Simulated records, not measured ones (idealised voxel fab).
Process module heading - voxel transistor to metal
Cross-sectional view cut (width: 270 nm; square cell size: 5 nm).
In this document a cross-section is written as a grid of square cells. It is given as a series of bands, listed from the top down, and a band is one or more rows of cells. Within each band entry, the heights of the top and of the bottom of the band appear first, in that order and in nm; the materials of the band then follow from left to right, each with its corresponding width in nm. The designation "all across" on a single material indicates that it fills the band from edge to edge; the designation "empty" indicates empty space. All heights in this document are referenced to 0, defined as the level beneath which the wafer, as received, consists entirely of one material. The lowest band is not bounded below; it extends indefinitely downward and is written in the form "z 0 and below". Width spec "30->40" -> top row of cells at first value, bottom row at second value, equal per-row change in between. A step reported as "nothing changed" is a step in which no cell of the cross-section changed. "Cavities, closed": sealed empty spaces, 8 cells or more, no open way to top, listed width x height at distance, with distance from the left edge and width, height and distance in nm. That trailing text on a step's line, after the settings, is the simulator's own remark on the step. A step's line can hold "overlay nm"; with a mask on that step, the setting says how far right of the planned place the mask lay, while a negative setting says it lay to the left. If you're wondering how to read the rest of this, here's the deal. It's pairs of cross-sections: one from before a process step, one from after it. The after one is only drawn as far down as the lowest band that changed. Right under each pair you'll see which step sits between them and what its settings were. Don't read the pairs as one continuous story, though. They can come from different runs of this module on the same starting wafer, and a pair only carries on from the one above it where its entry headed "Pre-step snapshot" says so.
[Pre-step snapshot]
	z 110 to 100  25 of aC | 15 of empty | 115 of aC | 15 of empty | 100 of aC
	z 100 to 65  25 of SiO2 | 15 of empty | 115 of SiO2 | 15 of empty | 100 of SiO2
	z 65 to 60  25 of SiCN | 15 of empty | 115 of SiCN | 15 of empty | 100 of SiCN
	z 60 to 55  30 of TiN | 5 of Cu | 70 of TiN | 5 of Cu | 50 of TiN | 5 of Cu | 70 of TiN | 5 of Cu | 30 of TiN
	z 55 to 40  25 of lowk | 5 of TiN | 5 of Cu | 5 of TiN | 60 of lowk | 5 of TiN | 5 of Cu | 5 of TiN | 40 of lowk | 5 of TiN | 5 of Cu | 5 of TiN | 60 of lowk | 5 of TiN | 5 of Cu | 5 of TiN | 25 of lowk
	z 40 to 35  25 of SiCN | 15 of TiN | 60 of SiCN | 15 of TiN | 40 of SiCN | 15 of TiN | 60 of SiCN | 15 of TiN | 25 of SiCN
	z 35 to 25  25 of SiO2 | 5 of TiN | 5 of Ru | 5 of TiN | 60 of SiO2 | 5 of TiN | 5 of Ru | 5 of TiN | 40 of SiO2 | 5 of TiN | 5 of Ru | 5 of TiN | 60 of SiO2 | 5 of TiN | 5 of Ru | 5 of TiN | 25 of SiO2
	z 25 to 10  25 of SiO2 | 5 of TiN | 5 of Ru | 5 of TiN | 5 of SiO2 | 10 of SiN | 5 of HfO2 | 5 of TiN | 10 of W | 5 of TiN | 5 of HfO2 | 10 of SiN | 5 of SiO2 | 5 of TiN | 5 of Ru | 5 of TiN | 40 of SiO2 | 5 of TiN | 5 of Ru | 5 of TiN | 5 of SiO2 | 10 of SiN | 5 of HfO2 | 5 of TiN | 10 of W | 5 of TiN | 5 of HfO2 | 10 of SiN | 5 of SiO2 | 5 of TiN | 5 of Ru | 5 of TiN | 25 of SiO2
	z 10 to 5  25 of SiO2 | 15 of TiN | 5 of SiO2 | 10 of SiN | 5 of HfO2 | 5 of TiN | 10 of W | 5 of TiN | 5 of HfO2 | 10 of SiN | 5 of SiO2 | 15 of TiN | 40 of SiO2 | 15 of TiN | 5 of SiO2 | 10 of SiN | 5 of HfO2 | 5 of TiN | 10 of W | 5 of TiN | 5 of HfO2 | 10 of SiN | 5 of SiO2 | 15 of TiN | 25 of SiO2
	z 5 to 0  15 of SiO2 | 10 of SiN | 10 of TiN | 10 of pSi | 10 of SiN | 5 of HfO2 | 20 of TiN | 5 of HfO2 | 10 of SiN | 10 of pSi | 10 of TiN | 10 of SiN | 20 of SiO2 | 10 of SiN | 10 of TiN | 10 of pSi | 10 of SiN | 5 of HfO2 | 20 of TiN | 5 of HfO2 | 10 of SiN | 10 of pSi | 10 of TiN | 10 of SiN | 15 of SiO2
	z 0 to -5  25 of SiO2 | 10 of TiN | 10 of pSi | 5 of SiO2 | 40 of HfO2 | 5 of SiO2 | 10 of pSi | 10 of TiN | 40 of SiO2 | 10 of TiN | 10 of pSi | 5 of SiO2 | 40 of HfO2 | 5 of SiO2 | 10 of pSi | 10 of TiN | 25 of SiO2
	z -5 to -15  25 of SiO2 | 20 of pSi | 50 of Si | 20 of pSi | 40 of SiO2 | 20 of pSi | 50 of Si | 20 of pSi | 25 of SiO2
	z -15 to -30  25 of SiO2 | 90 of Si | 40 of SiO2 | 90 of Si | 25 of SiO2
	z -30 and below  Si all across
	Cavities, closed: none
[Sectional View, Post-Process]
	z 100 to 65  25 of SiO2 | 15 of empty | 115 of SiO2 | 15 of empty | 100 of SiO2
	Below 65 it's all the same as before, nothing changed down there.
	Cavities, closed: none
Which step turns the before cross-section above into the after cross-section? STRIP (etch materials aC)
Pre-step snapshot: as shown after the step in the preceding pair, directly above.
[Sectional View, Post-Process]
	z 105 to 100  30 of TiN | 5 of empty | 125 of TiN | 5 of empty | 105 of TiN
	z 100 to 65  25 of SiO2 | 5 of TiN | 5 of empty | 5 of TiN | 115 of SiO2 | 5 of TiN | 5 of empty | 5 of TiN | 100 of SiO2
	z 65 to 60  25 of SiCN | 15 of TiN | 115 of SiCN | 15 of TiN | 100 of SiCN
	Below 60 it's all the same as before, nothing changed down there.
	Cavities, closed: none
Which step turns the before cross-section above into the after cross-section? CONFORMAL_DEP (material TiN; thk nm 5)
Pre-step snapshot: as shown after the step in the preceding pair, directly above.
[Sectional View, Post-Process]
	z 110 to 105  Ru all across
	z 105 to 100  30 of TiN | 5 of Ru | 125 of TiN | 5 of Ru | 105 of TiN
	z 100 to 65  25 of SiO2 | 5 of TiN | 5 of Ru | 5 of TiN | 115 of SiO2 | 5 of TiN | 5 of Ru | 5 of TiN | 100 of SiO2
	Below 65 it's all the same as before, nothing changed down there.
	Cavities, closed: none
Which step turns the before cross-section above into the after cross-section? FILL_DEP (material Ru; thk nm 5)
Pre-step snapshot: as shown after the step in the preceding pair, directly above.
[Sectional View, Post-Process]
	z 100 to 65  25 of SiO2 | 5 of TiN | 5 of Ru | 5 of TiN | 115 of SiO2 | 5 of TiN | 5 of Ru | 5 of TiN | 100 of SiO2
	Below 65 it's all the same as before, nothing changed down there.
	Cavities, closed: none
Which step turns the before cross-section above into the after cross-section? CMP (height nm 100)
Pre-step snapshot: as shown after the step in the preceding pair, directly above.
[Sectional View, Post-Process]
	z 105 to 100  SiN all across
	Below 100 it's all the same as before, nothing changed down there.
	Cavities, closed: none
Which step turns the before cross-section above into the after cross-section? CONFORMAL_DEP (material SiN; thk nm 5)
[Pre-step snapshot]
	z 100 to 65  SiO2 all across
	z 65 to 60  SiCN all across
	z 60 to 45  25 of lowk | 5 of TiN | 5 of Cu | 5 of TiN | 60 of lowk | 5 of TiN | 5 of Cu | 5 of TiN | 40 of lowk | 5 of TiN | 5 of Cu | 5 of TiN | 60 of lowk | 5 of TiN | 5 of Cu | 5 of TiN | 25 of lowk
	z 45 to 40  25 of SiCN | 15 of TiN | 60 of SiCN | 15 of TiN | 40 of SiCN | 15 of TiN | 60 of SiCN | 15 of TiN | 25 of SiCN
	z 40 to 25  25 of SiO2 | 5 of TiN | 5 of Ru | 5 of TiN | 60 of SiO2 | 5 of TiN | 5 of Ru | 5 of TiN | 40 of SiO2 | 5 of TiN | 5 of Ru | 5 of TiN | 60 of SiO2 | 5 of TiN | 5 of Ru | 5 of TiN | 25 of SiO2
	z 25 to 10  25 of SiO2 | 5 of TiN | 5 of Ru | 5 of TiN | 5 of SiO2 | 10 of SiN | 5 of HfO2 | 5 of TiN | 10 of W | 5 of TiN | 5 of HfO2 | 10 of SiN | 5 of SiO2 | 5 of TiN | 5 of Ru | 5 of TiN | 40 of SiO2 | 5 of TiN | 5 of Ru | 5 of TiN | 5 of SiO2 | 10 of SiN | 5 of HfO2 | 5 of TiN | 10 of W | 5 of TiN | 5 of HfO2 | 10 of SiN | 5 of SiO2 | 5 of TiN | 5 of Ru | 5 of TiN | 25 of SiO2
	z 10 to 5  25 of SiO2 | 15 of TiN | 5 of SiO2 | 10 of SiN | 5 of HfO2 | 5 of TiN | 10 of W | 5 of TiN | 5 of HfO2 | 10 of SiN | 5 of SiO2 | 15 of TiN | 40 of SiO2 | 15 of TiN | 5 of SiO2 | 10 of SiN | 5 of HfO2 | 5 of TiN | 10 of W | 5 of TiN | 5 of HfO2 | 10 of SiN | 5 of SiO2 | 15 of TiN | 25 of SiO2
	z 5 to 0  15 of SiO2 | 10 of SiN | 10 of TiN | 10 of pSi | 10 of SiN | 5 of HfO2 | 20 of TiN | 5 of HfO2 | 10 of SiN | 10 of pSi | 10 of TiN | 10 of SiN | 20 of SiO2 | 10 of SiN | 10 of TiN | 10 of pSi | 10 of SiN | 5 of HfO2 | 20 of TiN | 5 of HfO2 | 10 of SiN | 10 of pSi | 10 of TiN | 10 of SiN | 15 of SiO2
	z 0 to -5  25 of SiO2 | 10 of TiN | 10 of pSi | 5 of SiO2 | 40 of HfO2 | 5 of SiO2 | 10 of pSi | 10 of TiN | 40 of SiO2 | 10 of TiN | 10 of pSi | 5 of SiO2 | 40 of HfO2 | 5 of SiO2 | 10 of pSi | 10 of TiN | 25 of SiO2
	z -5 to -15  25 of SiO2 | 20 of pSi | 50 of Si | 20 of pSi | 40 of SiO2 | 20 of pSi | 50 of Si | 20 of pSi | 25 of SiO2
	z -15 to -30  25 of SiO2 | 90 of Si | 40 of SiO2 | 90 of Si | 25 of SiO2
	z -30 and below  Si all across
	Cavities, closed: none
[Sectional View, Post-Process]
	z 115 to 100  20 of resist | 25 of empty | 105 of resist | 25 of empty | 95 of resist
	Below 100 it's all the same as before, nothing changed down there.
	Cavities, closed: none
Which step turns the before cross-section above into the after cross-section? PATTERN (tone open; mask id METAL_2; material resist; width nm 25; pitch nm 130; thk nm 15; overlay nm 0)
Pre-step snapshot: as shown after the step in the preceding pair, directly above.
[Sectional View, Post-Process]
	z 115 to 100  20 of resist | 25 of empty | 105 of resist | 25 of empty | 95 of resist
	z 100 to 80  20 of SiO2 | 25 of empty | 105 of SiO2 | 25 of empty | 95 of SiO2
	Below 80 it's all the same as before, nothing changed down there.
	Cavities, closed: none
Which step turns the before cross-section above into the after cross-section? DIRECTIONAL_ETCH (etch materials SiO2; depth nm 20)
Pre-step snapshot: as shown after the step in the preceding pair, directly above.
[Sectional View, Post-Process]
	z 100 to 80  20 of SiO2 | 25 of empty | 105 of SiO2 | 25 of empty | 95 of SiO2
	Below 80 it's all the same as before, nothing changed down there.
	Cavities, closed: none
Which step turns the before cross-section above into the after cross-section? STRIP (etch materials resist)
Pre-step snapshot: as shown after the step in the preceding pair, directly above.
[Sectional View, Post-Process]
	z 110 to 100  20 of aC | 25 of empty | 105 of aC | 25 of empty | 95 of aC
	z 100 to 90  20 of SiO2 | 25 of empty | 105 of SiO2 | 25 of empty | 95 of SiO2
	z 90 to 80  20 of SiO2 | 25 of aC | 105 of SiO2 | 25 of aC | 95 of SiO2
	Below 80 it's all the same as before, nothing changed down there.
	Cavities, closed: none
Which step turns the before cross-section above into the after cross-section? DIRECTIONAL_DEP (material aC; thk nm 10)
Pre-step snapshot: as shown after the step in the preceding pair, directly above.
[Sectional View, Post-Process]
	z 140 to 110  25 of resist | 15 of empty | 115 of resist | 15 of empty | 100 of resist
	z 110 to 100  20 of aC | 5 of resist | 15 of empty | 5 of resist | 105 of aC | 5 of resist | 15 of empty | 5 of resist | 95 of aC
	z 100 to 90  20 of SiO2 | 5 of resist | 15 of empty | 5 of resist | 105 of SiO2 | 5 of resist | 15 of empty | 5 of resist | 95 of SiO2
	Below 90 it's all the same as before, nothing changed down there.
	Cavities, closed: none
Which step turns the before cross-section above into the after cross-section? PATTERN (tone open; mask id METAL_2_HOLES; material resist; width nm 15; pitch nm 130; thk nm 30; overlay nm 0)
Pre-step snapshot: as shown after the step in the preceding pair, directly above.
[Sectional View, Post-Process]
	z 130 to 110  25 of resist | 15 of empty | 115 of resist | 15 of empty | 100 of resist
	z 110 to 100  20 of aC | 5 of resist | 15 of empty | 5 of resist | 105 of aC | 5 of resist | 15 of empty | 5 of resist | 95 of aC
	z 100 to 90  20 of SiO2 | 5 of resist | 15 of empty | 5 of resist | 105 of SiO2 | 5 of resist | 15 of empty | 5 of resist | 95 of SiO2
	z 90 to 80  20 of SiO2 | 5 of aC | 15 of empty | 5 of aC | 105 of SiO2 | 5 of aC | 15 of empty | 5 of aC | 95 of SiO2
	Below 80 it's all the same as before, nothing changed down there.
	Cavities, closed: none
Which step turns the before cross-section above into the after cross-section? DIRECTIONAL_ETCH (etch materials aC; depth nm 10)
Pre-step snapshot: as shown after the step in the preceding pair, directly above.
[Sectional View, Post-Process]
	z 110 to 100  20 of aC | 25 of empty | 105 of aC | 25 of empty | 95 of aC
	z 100 to 90  20 of SiO2 | 25 of empty | 105 of SiO2 | 25 of empty | 95 of SiO2
	Below 90 it's all the same as before, nothing changed down there.
	Cavities, closed: none
Which step turns the before cross-section above into the after cross-section? STRIP (etch materials resist)
Pre-step snapshot: as shown after the step in the preceding pair, directly above.
[Sectional View, Post-Process]
	z 110 to 100  20 of aC | 25 of empty | 105 of aC | 25 of empty | 95 of aC
	z 100 to 90  20 of SiO2 | 25 of empty | 105 of SiO2 | 25 of empty | 95 of SiO2
	z 90 to 80  20 of SiO2 | 5 of aC | 15 of empty | 5 of aC | 105 of SiO2 | 5 of aC | 15 of empty | 5 of aC | 95 of SiO2
	z 80 to 65  25 of SiO2 | 15 of empty | 115 of SiO2 | 15 of empty | 100 of SiO2
	Below 65 it's all the same as before, nothing changed down there.
	Cavities, closed: none
Which step turns the before cross-section above into the after cross-section? DIRECTIONAL_ETCH (etch materials SiO2; depth nm 15)
Pre-step snapshot: as shown after the step in the preceding pair, directly above.
[Sectional View, Post-Process]
	z 110 to 100  20 of aC | 25 of empty | 105 of aC | 25 of empty | 95 of aC
	z 100 to 90  20 of SiO2 | 25 of empty | 105 of SiO2 | 25 of empty | 95 of SiO2
	z 90 to 80  20 of SiO2 | 5 of aC | 15 of empty | 5 of aC | 105 of SiO2 | 5 of aC | 15 of empty | 5 of aC | 95 of SiO2
	z 80 to 65  25 of SiO2 | 15 of empty | 115 of SiO2 | 15 of empty | 100 of SiO2
	z 65 to 60  25 of SiCN | 15 of empty | 115 of SiCN | 15 of empty | 100 of SiCN
	Below 60 it's all the same as before, nothing changed down there.
	Cavities, closed: none
Which step turns the before cross-section above into the after cross-section? DIRECTIONAL_ETCH (etch materials SiCN; depth nm 5)
Pre-step snapshot: as shown after the step in the preceding pair, directly above.
[Sectional View, Post-Process]
	z 100 to 80  20 of SiO2 | 25 of empty | 105 of SiO2 | 25 of empty | 95 of SiO2
	Below 80 it's all the same as before, nothing changed down there.
	Cavities, closed: none
Which step turns the before cross-section above into the after cross-section? STRIP (etch materials aC)
Pre-step snapshot: as shown after the step in the preceding pair, directly above.
[Sectional View, Post-Process]
	z 105 to 100  25 of TiN | 15 of empty | 115 of TiN | 15 of empty | 100 of TiN
	z 100 to 85  20 of SiO2 | 5 of TiN | 15 of empty | 5 of TiN | 105 of SiO2 | 5 of TiN | 15 of empty | 5 of TiN | 95 of SiO2
	z 85 to 80  20 of SiO2 | 10 of TiN | 5 of empty | 10 of TiN | 105 of SiO2 | 10 of TiN | 5 of empty | 10 of TiN | 95 of SiO2
	z 80 to 65  25 of SiO2 | 5 of TiN | 5 of empty | 5 of TiN | 115 of SiO2 | 5 of TiN | 5 of empty | 5 of TiN | 100 of SiO2
	z 65 to 60  25 of SiCN | 15 of TiN | 115 of SiCN | 15 of TiN | 100 of SiCN
	Below 60 it's all the same as before, nothing changed down there.
	Cavities, closed: none
Which step turns the before cross-section above into the after cross-section? CONFORMAL_DEP (material TiN; thk nm 5)
Pre-step snapshot: as shown after the step in the preceding pair, directly above.
[Sectional View, Post-Process]
	z 110 to 105  Ru all across
	z 105 to 100  25 of TiN | 15 of Ru | 115 of TiN | 15 of Ru | 100 of TiN
	z 100 to 85  20 of SiO2 | 5 of TiN | 15 of Ru | 5 of TiN | 105 of SiO2 | 5 of TiN | 15 of Ru | 5 of TiN | 95 of SiO2
	z 85 to 80  20 of SiO2 | 10 of TiN | 5 of Ru | 10 of TiN | 105 of SiO2 | 10 of TiN | 5 of Ru | 10 of TiN | 95 of SiO2
	z 80 to 65  25 of SiO2 | 5 of TiN | 5 of Ru | 5 of TiN | 115 of SiO2 | 5 of TiN | 5 of Ru | 5 of TiN | 100 of SiO2
	Below 65 it's all the same as before, nothing changed down there.
	Cavities, closed: none
Which step turns the before cross-section above into the after cross-section? FILL_DEP (material Ru; thk nm 5)
Pre-step snapshot: as shown after the step in the preceding pair, directly above.
[Sectional View, Post-Process]
	z 100 to 85  20 of SiO2 | 5 of TiN | 15 of Ru | 5 of TiN | 105 of SiO2 | 5 of TiN | 15 of Ru | 5 of TiN | 95 of SiO2
	Below 85 it's all the same as before, nothing changed down there.
	Cavities, closed: none
Which step turns the before cross-section above into the after cross-section? CMP (height nm 100)
Pre-step snapshot: as shown after the step in the preceding pair, directly above.
[Sectional View, Post-Process]
	z 105 to 100  SiN all across
	Below 100 it's all the same as before, nothing changed down there.
	Cavities, closed: none
Which step turns the before cross-section above into the after cross-section? CONFORMAL_DEP (material SiN; thk nm 5)
[Pre-step snapshot]
	z 40 to 25  SiO2 all across
	z 25 to 5  45 of SiO2 | 10 of SiN | 5 of HfO2 | 5 of TiN | 10 of W | 5 of TiN | 5 of HfO2 | 10 of SiN | 80 of SiO2 | 10 of SiN | 5 of HfO2 | 5 of TiN | 10 of W | 5 of TiN | 5 of HfO2 | 10 of SiN | 45 of SiO2
	z 5 to 0  15 of SiO2 | 10 of SiN | 10 of SiO2 | 10 of pSi | 10 of SiN | 5 of HfO2 | 20 of TiN | 5 of HfO2 | 10 of SiN | 10 of pSi | 10 of SiO2 | 10 of SiN | 20 of SiO2 | 10 of SiN | 10 of SiO2 | 10 of pSi | 10 of SiN | 5 of HfO2 | 20 of TiN | 5 of HfO2 | 10 of SiN | 10 of pSi | 10 of SiO2 | 10 of SiN | 15 of SiO2
	z 0 to -5  35 of SiO2 | 10 of pSi | 5 of SiO2 | 40 of HfO2 | 5 of SiO2 | 10 of pSi | 60 of SiO2 | 10 of pSi | 5 of SiO2 | 40 of HfO2 | 5 of SiO2 | 10 of pSi | 35 of SiO2
	z -5 to -15  25 of SiO2 | 20 of pSi | 50 of Si | 20 of pSi | 40 of SiO2 | 20 of pSi | 50 of Si | 20 of pSi | 25 of SiO2
	z -15 to -30  25 of SiO2 | 90 of Si | 40 of SiO2 | 90 of Si | 25 of SiO2
	z -30 and below  Si all across
	Cavities, closed: none
[Sectional View, Post-Process]
	z 60 to 40  20 of resist | 15 of empty | 60 of resist | 15 of empty | 40 of resist | 15 of empty | 60 of resist | 15 of empty | 30 of resist
	Below 40 it's all the same as before, nothing changed down there.
	Cavities, closed: none
Which step turns the before cross-section above into the after cross-section? PATTERN (tone open; mask id CONTACT; material resist; width nm 15; thk nm 20; overlay nm -5)
Pre-step snapshot: as shown after the step in the preceding pair, directly above.
[Sectional View, Post-Process]
	z 60 to 40  20 of resist | 15 of empty | 60 of resist | 15 of empty | 40 of resist | 15 of empty | 60 of resist | 15 of empty | 30 of resist
	z 40 to 25  20 of SiO2 | 15 of empty | 60 of SiO2 | 15 of empty | 40 of SiO2 | 15 of empty | 60 of SiO2 | 15 of empty | 30 of SiO2
	z 25 to 5  20 of SiO2 | 15 of empty | 10 of SiO2 | 10 of SiN | 5 of HfO2 | 5 of TiN | 10 of W | 5 of TiN | 5 of HfO2 | 10 of SiN | 15 of empty | 40 of SiO2 | 15 of empty | 10 of SiO2 | 10 of SiN | 5 of HfO2 | 5 of TiN | 10 of W | 5 of TiN | 5 of HfO2 | 10 of SiN | 15 of empty | 30 of SiO2
	z 5 to 0  15 of SiO2 | 10 of SiN | 10 of empty | 10 of pSi | 10 of SiN | 5 of HfO2 | 20 of TiN | 5 of HfO2 | 10 of SiN | 10 of pSi | 5 of empty | 5 of SiO2 | 10 of SiN | 20 of SiO2 | 10 of SiN | 10 of empty | 10 of pSi | 10 of SiN | 5 of HfO2 | 20 of TiN | 5 of HfO2 | 10 of SiN | 10 of pSi | 5 of empty | 5 of SiO2 | 10 of SiN | 15 of SiO2
	z 0 to -5  25 of SiO2 | 10 of empty | 10 of pSi | 5 of SiO2 | 40 of HfO2 | 5 of SiO2 | 10 of pSi | 5 of empty | 45 of SiO2 | 10 of empty | 10 of pSi | 5 of SiO2 | 40 of HfO2 | 5 of SiO2 | 10 of pSi | 5 of empty | 30 of SiO2
	Below -5 it's all the same as before, nothing changed down there.
	Cavities, closed: none
Which step turns the before cross-section above into the after cross-section? DIRECTIONAL_ETCH (etch materials SiO2; depth nm 45)
Pre-step snapshot: as shown after the step in the preceding pair, directly above.
[Sectional View, Post-Process]
	z 40 to 25  20 of SiO2 | 15 of empty | 60 of SiO2 | 15 of empty | 40 of SiO2 | 15 of empty | 60 of SiO2 | 15 of empty | 30 of SiO2
	Below 25 it's all the same as before, nothing changed down there.
	Cavities, closed: none
Which step turns the before cross-section above into the after cross-section? STRIP (etch materials resist)
Pre-step snapshot: as shown after the step in the preceding pair, directly above.
[Sectional View, Post-Process]
	z 45 to 40  25 of TiN | 5 of empty | 70 of TiN | 5 of empty | 50 of TiN | 5 of empty | 70 of TiN | 5 of empty | 35 of TiN
	z 40 to 25  20 of SiO2 | 5 of TiN | 5 of empty | 5 of TiN | 60 of SiO2 | 5 of TiN | 5 of empty | 5 of TiN | 40 of SiO2 | 5 of TiN | 5 of empty | 5 of TiN | 60 of SiO2 | 5 of TiN | 5 of empty | 5 of TiN | 30 of SiO2
	z 25 to 10  20 of SiO2 | 5 of TiN | 5 of empty | 5 of TiN | 10 of SiO2 | 10 of SiN | 5 of HfO2 | 5 of TiN | 10 of W | 5 of TiN | 5 of HfO2 | 10 of SiN | 5 of TiN | 5 of empty | 5 of TiN | 40 of SiO2 | 5 of TiN | 5 of empty | 5 of TiN | 10 of SiO2 | 10 of SiN | 5 of HfO2 | 5 of TiN | 10 of W | 5 of TiN | 5 of HfO2 | 10 of SiN | 5 of TiN | 5 of empty | 5 of TiN | 30 of SiO2
	z 10 to 5  20 of SiO2 | 15 of TiN | 10 of SiO2 | 10 of SiN | 5 of HfO2 | 5 of TiN | 10 of W | 5 of TiN | 5 of HfO2 | 10 of SiN | 15 of TiN | 40 of SiO2 | 15 of TiN | 10 of SiO2 | 10 of SiN | 5 of HfO2 | 5 of TiN | 10 of W | 5 of TiN | 5 of HfO2 | 10 of SiN | 15 of TiN | 30 of SiO2
	z 5 to 0  15 of SiO2 | 10 of SiN | 10 of TiN | 10 of pSi | 10 of SiN | 5 of HfO2 | 20 of TiN | 5 of HfO2 | 10 of SiN | 10 of pSi | 5 of TiN | 5 of SiO2 | 10 of SiN | 20 of SiO2 | 10 of SiN | 10 of TiN | 10 of pSi | 10 of SiN | 5 of HfO2 | 20 of TiN | 5 of HfO2 | 10 of SiN | 10 of pSi | 5 of TiN | 5 of SiO2 | 10 of SiN | 15 of SiO2
	z 0 to -5  25 of SiO2 | 10 of TiN | 10 of pSi | 5 of SiO2 | 40 of HfO2 | 5 of SiO2 | 10 of pSi | 5 of TiN | 45 of SiO2 | 10 of TiN | 10 of pSi | 5 of SiO2 | 40 of HfO2 | 5 of SiO2 | 10 of pSi | 5 of TiN | 30 of SiO2
	Below -5 it's all the same as before, nothing changed down there.
	Cavities, closed: none
Which step turns the before cross-section above into the after cross-section? CONFORMAL_DEP (material TiN; thk nm 5)
Pre-step snapshot: as shown after the step in the preceding pair, directly above.
[Sectional View, Post-Process]
	z 50 to 45  Ru all across
	z 45 to 40  25 of TiN | 5 of Ru | 70 of TiN | 5 of Ru | 50 of TiN | 5 of Ru | 70 of TiN | 5 of Ru | 35 of TiN
	z 40 to 25  20 of SiO2 | 5 of TiN | 5 of Ru | 5 of TiN | 60 of SiO2 | 5 of TiN | 5 of Ru | 5 of TiN | 40 of SiO2 | 5 of TiN | 5 of Ru | 5 of TiN | 60 of SiO2 | 5 of TiN | 5 of Ru | 5 of TiN | 30 of SiO2
	z 25 to 10  20 of SiO2 | 5 of TiN | 5 of Ru | 5 of TiN | 10 of SiO2 | 10 of SiN | 5 of HfO2 | 5 of TiN | 10 of W | 5 of TiN | 5 of HfO2 | 10 of SiN | 5 of TiN | 5 of Ru | 5 of TiN | 40 of SiO2 | 5 of TiN | 5 of Ru | 5 of TiN | 10 of SiO2 | 10 of SiN | 5 of HfO2 | 5 of TiN | 10 of W | 5 of TiN | 5 of HfO2 | 10 of SiN | 5 of TiN | 5 of Ru | 5 of TiN | 30 of SiO2
	Below 10 it's all the same as before, nothing changed down there.
	Cavities, closed: none
Which step turns the before cross-section above into the after cross-section? FILL_DEP (material Ru; thk nm 5)
Pre-step snapshot: as shown after the step in the preceding pair, directly above.
[Sectional View, Post-Process]
	z 40 to 25  20 of SiO2 | 5 of TiN | 5 of Ru | 5 of TiN | 60 of SiO2 | 5 of TiN | 5 of Ru | 5 of TiN | 40 of SiO2 | 5 of TiN | 5 of Ru | 5 of TiN | 60 of SiO2 | 5 of TiN | 5 of Ru | 5 of TiN | 30 of SiO2
	Below 25 it's all the same as before, nothing changed down there.
	Cavities, closed: none
Which step turns the before cross-section above into the after cross-section? CMP (height nm 40)
Pre-step snapshot: as shown after the step in the preceding pair, directly above.
[Sectional View, Post-Process]
	z 45 to 40  SiCN all across
	Below 40 it's all the same as before, nothing changed down there.
	Cavities, closed: none
Which step turns the before cross-section above into the after cross-section? CONFORMAL_DEP (material SiCN; thk nm 5)
Pre-step snapshot: as shown after the step in the preceding pair, directly above.
[Sectional View, Post-Process]
	z 60 to 45  lowk all across
	Below 45 it's all the same as before, nothing changed down there.
	Cavities, closed: none
Which step turns the before cross-section above into the after cross-section? DIRECTIONAL_DEP (material lowk; thk nm 15)
Pre-step snapshot: as shown after the step in the preceding pair, directly above.
[Sectional View, Post-Process]
	z 60 to 45  25 of lowk | 15 of empty | 60 of lowk | 15 of empty | 40 of lowk | 15 of empty | 60 of lowk | 15 of empty | 25 of lowk
	Below 45 it's all the same as before, nothing changed down there.
	Cavities, closed: none
Which step turns the before cross-section above into the after cross-section? MASKED_ETCH (tone open; mask id METAL_1; width nm 15; etch materials lowk; depth nm 15; overlay nm 0)
Pre-step snapshot: as shown after the step in the preceding pair, directly above.
[Sectional View, Post-Process]
	z 60 to 45  25 of lowk | 15 of empty | 60 of lowk | 15 of empty | 40 of lowk | 15 of empty | 60 of lowk | 15 of empty | 25 of lowk
	z 45 to 40  25 of SiCN | 15 of empty | 60 of SiCN | 15 of empty | 40 of SiCN | 15 of empty | 60 of SiCN | 15 of empty | 25 of SiCN
	Below 40 it's all the same as before, nothing changed down there.
	Cavities, closed: none
Which step turns the before cross-section above into the after cross-section? MASKED_ETCH (tone open; mask id METAL_1; width nm 15; etch materials SiCN; depth nm 5; overlay nm 0)
Pre-step snapshot: as shown after the step in the preceding pair, directly above.
[Sectional View, Post-Process]
	z 65 to 60  30 of TiN | 5 of empty | 70 of TiN | 5 of empty | 50 of TiN | 5 of empty | 70 of TiN | 5 of empty | 30 of TiN
	z 60 to 45  25 of lowk | 5 of TiN | 5 of empty | 5 of TiN | 60 of lowk | 5 of TiN | 5 of empty | 5 of TiN | 40 of lowk | 5 of TiN | 5 of empty | 5 of TiN | 60 of lowk | 5 of TiN | 5 of empty | 5 of TiN | 25 of lowk
	z 45 to 40  25 of SiCN | 15 of TiN | 60 of SiCN | 15 of TiN | 40 of SiCN | 15 of TiN | 60 of SiCN | 15 of TiN | 25 of SiCN
	Below 40 it's all the same as before, nothing changed down there.
	Cavities, closed: none
Which step turns the before cross-section above into the after cross-section? CONFORMAL_DEP (material TiN; thk nm 5)
Pre-step snapshot: as shown after the step in the preceding pair, directly above.
[Sectional View, Post-Process]
	z 70 to 65  Cu all across
	z 65 to 60  30 of TiN | 5 of Cu | 70 of TiN | 5 of Cu | 50 of TiN | 5 of Cu | 70 of TiN | 5 of Cu | 30 of TiN
	z 60 to 45  25 of lowk | 5 of TiN | 5 of Cu | 5 of TiN | 60 of lowk | 5 of TiN | 5 of Cu | 5 of TiN | 40 of lowk | 5 of TiN | 5 of Cu | 5 of TiN | 60 of lowk | 5 of TiN | 5 of Cu | 5 of TiN | 25 of lowk
	Below 45 it's all the same as before, nothing changed down there.
	Cavities, closed: none
Which step turns the before cross-section above into the after cross-section? FILL_DEP (material Cu; thk nm 5)
Pre-step snapshot: as shown after the step in the preceding pair, directly above.
[Sectional View, Post-Process]
	z 60 to 45  25 of lowk | 5 of TiN | 5 of Cu | 5 of TiN | 60 of lowk | 5 of TiN | 5 of Cu | 5 of TiN | 40 of lowk | 5 of TiN | 5 of Cu | 5 of TiN | 60 of lowk | 5 of TiN | 5 of Cu | 5 of TiN | 25 of lowk
	Below 45 it's all the same as before, nothing changed down there.
	Cavities, closed: none
Which step turns the before cross-section above into the after cross-section? CMP (height nm 60)
Pre-step snapshot: as shown after the step in the preceding pair, directly above.
[Sectional View, Post-Process]
	z 65 to 60  SiCN all across
	Below 60 it's all the same as before, nothing changed down there.
	Cavities, closed: none
Which step turns the before cross-section above into the after cross-section? CONFORMAL_DEP (material SiCN; thk nm 5)
Pre-step snapshot: as shown after the step in the preceding pair, directly above.
[Sectional View, Post-Process]
	z 100 to 65  SiO2 all across
	Below 65 it's all the same as before, nothing changed down there.
	Cavities, closed: none
Which step turns the before cross-section above into the after cross-section? DIRECTIONAL_DEP (material SiO2; thk nm 35)
Pre-step snapshot: as shown after the step in the preceding pair, directly above.
[Sectional View, Post-Process]
	z 115 to 100  25 of resist | 15 of empty | 115 of resist | 15 of empty | 100 of resist
	Below 100 it's all the same as before, nothing changed down there.
	Cavities, closed: none
Which step turns the before cross-section above into the after cross-section? PATTERN (tone open; mask id METAL_2; material resist; width nm 15; pitch nm 130; thk nm 15; overlay nm 0)
